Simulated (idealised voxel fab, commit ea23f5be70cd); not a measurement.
Process module in this document: voxel released beams
Each square cell in cross-section cut measures 5 nm, and the section as a whole is 195 nm wide.
Heads up, the way a cross-section reads in here is a grid of square cells, handed over as bands from the top down, with every band being one or more rows of cells.
Band entry format. Leading values: height of top, height of bottom, nm. Remainder: materials in left-to-right order, each with its width in nm. Special words: "all across" on a single material, which then fills the band edge to edge; "air", empty space.
Beneath 0, the wafer as received is one material, and that level is where height counting begins. The lowest band goes on downward without a bottom; it is written like "0 and below".
Width spec "30 to 40" -> top row of cells at first value, bottom row at second value, equal per-row change in between.
It should be understood that the words "no alteration", when stated for a given step, signify that the cross-section underwent no change in any of its cells during that step.
You'll see "Closed void list" listing empty spaces that have no way open to the top, as long as they're 8 cells or more; the notation is width x height at distance, where the distance is from the left edge, and all of it is in nm.
The remark found on a step's line after its settings is issued by the simulator itself and pertains to that step.
The "overlay nm" setting may appear on a step's line; for a step that uses a mask, it gives how far to the right of its planned position the mask lay, and a negative value indicates the left.

**These are the steps we planned for the process**
1: RECEIVE [material Si]
2: CONFORMAL_DEP [material Al2O3] [thk nm 10]
3: DIRECTIONAL_DEP [material SiO2] [thk nm 20]
4: MASKED_ETCH [tone open] [mask id ANCHOR] [width nm 35] [etch materials SiO2] [depth nm 20] [overlay nm 0]
5: CONFORMAL_DEP [material SiN] [thk nm 15]
6: PATTERN [tone cover] [mask id BEAM] [material resist] [width nm 100] [thk nm 15] [overlay nm 0]
7: DIRECTIONAL_ETCH [etch materials SiN] [depth nm 15]
8: STRIP [etch materials resist]
9: STRIP [etch materials SiO2]

**First wafer, two in total, run as planned**

**as received, after step 1**
	0 and below | Si all across
	Closed void list: none

**Cross-sectional representation of the wafer at the conclusion of step 2**
	10 down to 0 | Al2O3 all across
	Below 0, no change.

**Cross-sectional representation of the wafer at the conclusion of step 3**
	30 down to 10 | SiO2 all across
	Below 10, no change.

**Cross-sectional representation of the wafer at the conclusion of step 4**
	30 down to 10 | SiO2 50 nm  air 35 nm  SiO2 110 nm
	Below 10, no change.

**Cross-sectional representation of the wafer at the conclusion of step 5**
	45 down to 30 | SiN 65 nm  air 5 nm  SiN 125 nm
	30 down to 25 | SiO2 50 nm  SiN 15 nm  air 5 nm  SiN 15 nm  SiO2 110 nm
	25 down to 10 | SiO2 50 nm  SiN 35 nm  SiO2 110 nm
	Below 10, no change.

**Cross-sectional representation of the wafer at the conclusion of step 6**
	60 down to 45 | air 45 nm  resist 100 nm  air 50 nm
	45 down to 30 | SiN 65 nm  resist 5 nm  SiN 125 nm
	30 down to 25 | SiO2 50 nm  SiN 15 nm  resist 5 nm  SiN 15 nm  SiO2 110 nm
	Below 25, no change.

**Cross-sectional representation of the wafer at the conclusion of step 7**
	60 down to 45 | air 45 nm  resist 100 nm  air 50 nm
	45 down to 30 | air 45 nm  SiN 20 nm  resist 5 nm  SiN 75 nm  air 50 nm
	Below 30, no change.

**Cross-sectional representation of the wafer at the conclusion of step 8**
	45 down to 30 | air 45 nm  SiN 20 nm  air 5 nm  SiN 75 nm  air 50 nm
	30 down to 25 | SiO2 50 nm  SiN 15 nm  air 5 nm  SiN 15 nm  SiO2 110 nm
	Below 25, no change.

**Cross-sectional representation of the wafer at the conclusion of step 9**
	45 down to 30 | air 45 nm  SiN 20 nm  air 5 nm  SiN 75 nm  air 50 nm
	30 down to 25 | air 50 nm  SiN 15 nm  air 5 nm  SiN 15 nm  air 110 nm
	25 down to 10 | air 50 nm  SiN 35 nm  air 110 nm
	Below 10, no change.

**Wafer two of two - same starting point, same process plan, one mistake in execution; matches wafer one up to and including step 4**

**Second wafer, cross-section, planned end of step 5**
	50 down to 30 | SiN all across
	30 down to 10 | SiO2 50 nm  SiN 35 nm  SiO2 110 nm
	Below 10, no change.

**Second wafer, cross-section, planned end of step 6**
	65 down to 50 | air 45 nm  resist 100 nm  air 50 nm
	Below 50, no change.

**Second wafer, cross-section, planned end of step 7**
	65 down to 50 | air 45 nm  resist 100 nm  air 50 nm
	50 down to 35 | air 45 nm  SiN 100 nm  air 50 nm
	Below 35, no change.

**Second wafer, cross-section, planned end of step 8**
	50 down to 35 | air 45 nm  SiN 100 nm  air 50 nm
	Below 35, no change.

Second wafer, cross-section, planned end of step 9: no alteration
Plan not followed: step 5: run off-plan, actual operation and settings CONFORMAL_DEP [material SiN] [thk nm 20]
In the final state, the cell counts of the second wafer exceed or fall short of those of the first for the following materials: SiN: 43 more, SiO2: 128 more
